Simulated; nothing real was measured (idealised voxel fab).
The process module that follows is named voxel ribs on slabs.
Cross-section cut: width 200 nm, square cells of 5 nm.
In what follows, cross-sections appear as grids of square cells, described through bands that run from the top down, where every band is one or more rows of cells.
Top, bottom (nm), then materials left to right with widths (nm); lone material tagged "full width" fills the whole band edge to edge; "blank" = empty space.
Basically, 0 is our baseline, since under it the wafer straight out of the box is all one material. The bottom band has no lower end and keeps on going down, so it looks like "from 0 down".
Top row gets the first number, bottom row gets the second, and each row in between changes by the same step: that is how a band width like "30..40" works.
The cross-section has no changed cell in any step marked "everything unchanged".
Heads up: "Sealed void listing" only lists the empty pockets with no open path to the top that are 8 cells or more, and it writes them as width x height at distance, distance from the left edge, in nm.
after a step's settings: what the simulator itself notes on the step
If you see "overlay nm" on a step's line and that step has a mask, it's telling you how far right of where it was planned the mask ended up; a negative number means it went left instead.
# Process steps - plan
1 RECEIVE [material Si]
2 DIRECTIONAL_DEP [material SiO2] [thk nm 30]
3 DIRECTIONAL_DEP [material SiN] [thk nm 15]
4 PATTERN [tone cover] [mask id RIB] [material resist] [width nm 30] [thk nm 20] [overlay nm 0]
5 DIRECTIONAL_ETCH [etch materials SiN] [depth nm 5]
6 STRIP [etch materials resist]
7 PATTERN [tone cover] [mask id SLAB] [material resist] [width nm 70] [thk nm 20] [overlay nm 0]
8 DIRECTIONAL_ETCH [etch materials SiN] [depth nm 10]
9 STRIP [etch materials resist]
10 FILL_DEP [material SiO2] [thk nm 25]
11 CMP [height nm 60]
12 DIRECTIONAL_DEP [material TiN] [thk nm 5]
13 PATTERN [tone cover] [mask id HEATER] [material resist] [width nm 40] [thk nm 15] [overlay nm 0]
14 DIRECTIONAL_ETCH [etch materials TiN] [depth nm 5]
15 STRIP [etch materials resist]
16 CONFORMAL_DEP [material SiO2] [thk nm 10]
Same starting wafers, different depth nm at step 5. Plan value belongs to the first wafer.
# Cross-section of the first of several wafers on receipt, reflecting completion of step 1
from 0 down = Si full width
Sealed void listing: none
# First of several wafers, sectioned at end of module (last step: step 16)
from 75 to 70 = blank: 70 | SiO2: 60 | blank: 70
from 70 to 65 = SiO2 full width
from 65 to 60 = SiO2: 80 | TiN: 40 | SiO2: 80
from 60 to 45 = SiO2 full width
from 45 to 40 = SiO2: 85 | SiN: 30 | SiO2: 85
from 40 to 30 = SiO2: 65 | SiN: 70 | SiO2: 65
from 30 to 0 = SiO2 full width
from 0 down = Si full width
Sealed void listing: none
# The module's end: a cross-section of the last wafer
from 75 to 70 = blank: 70 | SiO2: 60 | blank: 70
from 70 to 65 = SiO2 full width
from 65 to 60 = SiO2: 80 | TiN: 40 | SiO2: 80
from 60 to 45 = SiO2 full width
from 45 to 30 = SiO2: 85 | SiN: 30 | SiO2: 85
from 30 to 0 = SiO2 full width
from 0 down = Si full width
Sealed void listing: none
# each wafer at the end: cells of each material gained (+) or lost (-) since it was received, then its closed voids
depth nm 5, +34 SiN, +530 SiO2, +8 TiN, Sealed void listing: none
depth nm 10, +26 SiN, +538 SiO2, +8 TiN, Sealed void listing: none
depth nm 15, +18 SiN, +546 SiO2, +8 TiN, Sealed void listing: none
depth nm 20, +18 SiN, +546 SiO2, +8 TiN, Sealed void listing: none
